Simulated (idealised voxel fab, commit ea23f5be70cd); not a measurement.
Module name: voxel capacitor over wiring (process module)
Shown is cross-section cut, with a width of 245 nm and square cells of size 5 nm.
Think of the cross-section as a grid of square cells. We describe it in bands, top to bottom, and each band covers one or more rows of those cells. Per band: top height and bottom height in nm, followed by the left-to-right materials and their widths in nm; "throughout" marks a single material spanning edge to edge, "blank" marks empty space. For the purposes of this specification, 0 denotes the height below which the wafer in its as-received condition is composed wholly of one material, and the lowermost band, lacking a lower limit, extends downward without end, as expressed in "0 down". With a width like "30..40", each row of cells in the band differs from the next by the same amount, the top row carrying the first number and the bottom row the second. "no change" (step): cross-section cells unchanged, all of them. Trapped cavities: empty space of 8 cells or more with no open way to the top, each as width x height at its distance from the left edge, in nm. Past the settings on a step's line: simulator remark, on that step. overlay nm: right-of-plan distance of the mask on a masked step; negative values mean left-of-plan.

[The planned process steps are enumerated hereunder]
1: RECEIVE with material Si
2: CONFORMAL_DEP with material SiO2, thk nm 15
3: CONFORMAL_DEP with material SiN, thk nm 5
4: DIRECTIONAL_DEP with material lowk, thk nm 25
5: PATTERN with tone open, mask id METAL_1, material resist, width nm 20, pitch nm 75, thk nm 20, overlay nm 0
6: DIRECTIONAL_ETCH with etch materials lowk, depth nm 25
7: DIRECTIONAL_ETCH with etch materials SiN, depth nm 5
8: STRIP with etch materials resist
9: CONFORMAL_DEP with material TiN, thk nm 5
10: FILL_DEP with material Cu, thk nm 5
11: CMP with height nm 45
12: CONFORMAL_DEP with material SiCN, thk nm 5
13: DIRECTIONAL_DEP with material lowk, thk nm 10
14: PATTERN with tone open, mask id PLUG_1, material resist, width nm 15, thk nm 20, overlay nm 0
15: DIRECTIONAL_ETCH with etch materials lowk, depth nm 10
16: DIRECTIONAL_ETCH with etch materials SiCN, depth nm 5
17: STRIP with etch materials resist
18: CONFORMAL_DEP with material TiN, thk nm 5
19: FILL_DEP with material Cu, thk nm 5
20: CMP with height nm 60
21: DIRECTIONAL_DEP with material TiN, thk nm 10
22: DIRECTIONAL_DEP with material HfO2, thk nm 5
23: DIRECTIONAL_DEP with material TiN, thk nm 10
24: MASKED_ETCH with tone cover, mask id UPPER_PLATE, width nm 60, etch materials TiN, depth nm 10, overlay nm 0
25: MASKED_ETCH with tone cover, mask id UPPER_PLATE, width nm 60, etch materials HfO2, depth nm 5, overlay nm 0
26: MASKED_ETCH with tone cover, mask id LOWER_PLATE, width nm 70, etch materials TiN, depth nm 10, overlay nm 0
27: FILL_DEP with material SiO2, thk nm 15
28: CMP with height nm 95
29: MASKED_ETCH with tone open, mask id PLUG_2, width nm 15, etch materials SiO2, depth nm 10, overlay nm 0
30: CONFORMAL_DEP with material TiN, thk nm 5
31: FILL_DEP with material Cu, thk nm 10
32: CMP with height nm 95
33: CONFORMAL_DEP with material SiCN, thk nm 5

[as received, after step 1]
	0 down = Si throughout
	Trapped cavities: none

[Wafer cross-section at module end: first of two, run to plan]
	100 to 95 = SiCN throughout
	95 to 90 = SiO2 (90) | TiN (5) | Cu (5) | TiN (5) | SiO2 (140)
	90 to 85 = SiO2 (90) | TiN (15) | SiO2 (140)
	85 to 75 = SiO2 (80) | TiN (60) | SiO2 (105)
	75 to 70 = SiO2 (80) | HfO2 (60) | SiO2 (105)
	70 to 60 = SiO2 (75) | TiN (70) | SiO2 (100)
	60 to 50 = lowk (80) | TiN (5) | Cu (5) | TiN (5) | lowk (150)
	50 to 45 = SiCN (80) | TiN (15) | SiCN (150)
	45 to 20 = lowk (75) | TiN (5) | Cu (10) | TiN (5) | lowk (55) | TiN (5) | Cu (10) | TiN (5) | lowk (75)
	20 to 15 = SiN (75) | TiN (20) | SiN (55) | TiN (20) | SiN (75)
	15 to 0 = SiO2 throughout
	0 down = Si throughout
	Trapped cavities: none

[Wafer two, sectioned after the module: the first wafer's start, the first wafer's plan, and one mistake in how it was run]
	100 to 95 = SiCN throughout
	95 to 90 = SiO2 (90) | TiN (5) | SiN (5) | TiN (5) | SiO2 (140)
	90 to 85 = SiO2 (90) | TiN (15) | SiO2 (140)
	85 to 75 = SiO2 (80) | TiN (60) | SiO2 (105)
	75 to 70 = SiO2 (80) | HfO2 (60) | SiO2 (105)
	70 to 60 = SiO2 (75) | TiN (70) | SiO2 (100)
	60 to 50 = lowk (80) | TiN (5) | Cu (5) | TiN (5) | lowk (150)
	50 to 45 = SiCN (80) | TiN (15) | SiCN (150)
	45 to 20 = lowk (75) | TiN (5) | Cu (10) | TiN (5) | lowk (55) | TiN (5) | Cu (10) | TiN (5) | lowk (75)
	20 to 15 = SiN (75) | TiN (20) | SiN (55) | TiN (20) | SiN (75)
	15 to 0 = SiO2 throughout
	0 down = Si throughout
	Trapped cavities: none
Here's what went sideways: planned and actual differ for step 31; actual: FILL_DEP with material SiN, thk nm 10
In the final state, the cell counts of the second wafer exceed or fall short of those of the first for the following materials: Cu -1, SiN +1
